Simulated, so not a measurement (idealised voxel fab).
process module | voxel tone inversion
cross-section cut | 280 nm wide | cells 5 nm
A cross-section is a grid of square cells, given in bands from the top down. A band is one or more rows of cells.
Each band's line starts with the height of the band's top and of its bottom, in nm. Then come its materials from left to right, each with its width in nm. One material with "throughout" fills the band from edge to edge. "air" is empty space.
Height 0 is the level under which the wafer as received is all one material. The lowest band goes on downwards, as in "0 down".
A width such as "30 to 40" changes by the same amount from each row of cells to the next, from the band's top row to its bottom row.
"no change" after a step means that no cell of the cross-section changed.
closed voids: empty space of 8 cells or more with no open way to the top, each as width x height at its distance from the left edge, in nm
after a step's settings: what the simulator itself notes on the step
overlay nm, on a step with a mask: how far to the right of its planned place the mask lay; to the left if negative
plan
1 op RECEIVE | material Si
2 op CONFORMAL_DEP | material SiN | thk nm 10
3 op DIRECTIONAL_DEP | material aC | thk nm 20
4 op PATTERN | tone cover | mask id POSTS | material resist | width nm 25 | pitch nm 40 | thk nm 25 | overlay nm 0
5 op DIRECTIONAL_ETCH | etch materials aC | depth nm 20
6 op STRIP | etch materials resist
7 op FILL_DEP | material lowk | thk nm 5
8 op CMP | height nm 30
9 op STRIP | etch materials aC
10 op CONFORMAL_DEP | material TiN | thk nm 5
11 op FILL_DEP | material Ru | thk nm 5
12 op CMP | height nm 30
13 op CONFORMAL_DEP | material SiN | thk nm 5
as received, after step 1
  0 down: Si throughout
  closed voids: none
first wafer at the end, as planned
  35 to 30: SiN throughout
  30 to 15: lowk 85 | TiN 5 | Ru 15 | TiN 5 | lowk 15 | TiN 5 | Ru 15 | TiN 5 | lowk 15 | TiN 5 | Ru 15 | TiN 5 | lowk 90
  15 to 10: lowk 85 | TiN 25 | lowk 15 | TiN 25 | lowk 15 | TiN 25 | lowk 90
  10 to 0: SiN throughout
  0 down: Si throughout
  closed voids: none
second wafer at the end: like start, like plan, one mistake
  35 to 30: SiN throughout
  30 to 15: lowk 90 | TiN 5 | Ru 15 | TiN 5 | lowk 15 | TiN 5 | Ru 15 | TiN 5 | lowk 15 | TiN 5 | Ru 15 | TiN 5 | lowk 85
  15 to 10: lowk 90 | TiN 25 | lowk 15 | TiN 25 | lowk 15 | TiN 25 | lowk 85
  10 to 0: SiN throughout
  0 down: Si throughout
  closed voids: none
what went wrong: step 4 ran as: op PATTERN | tone cover | mask id POSTS | material resist | width nm 25 | pitch nm 40 | thk nm 25 | overlay nm 5
at the end the second wafer has, in cells: as many of each material as the first, in other places
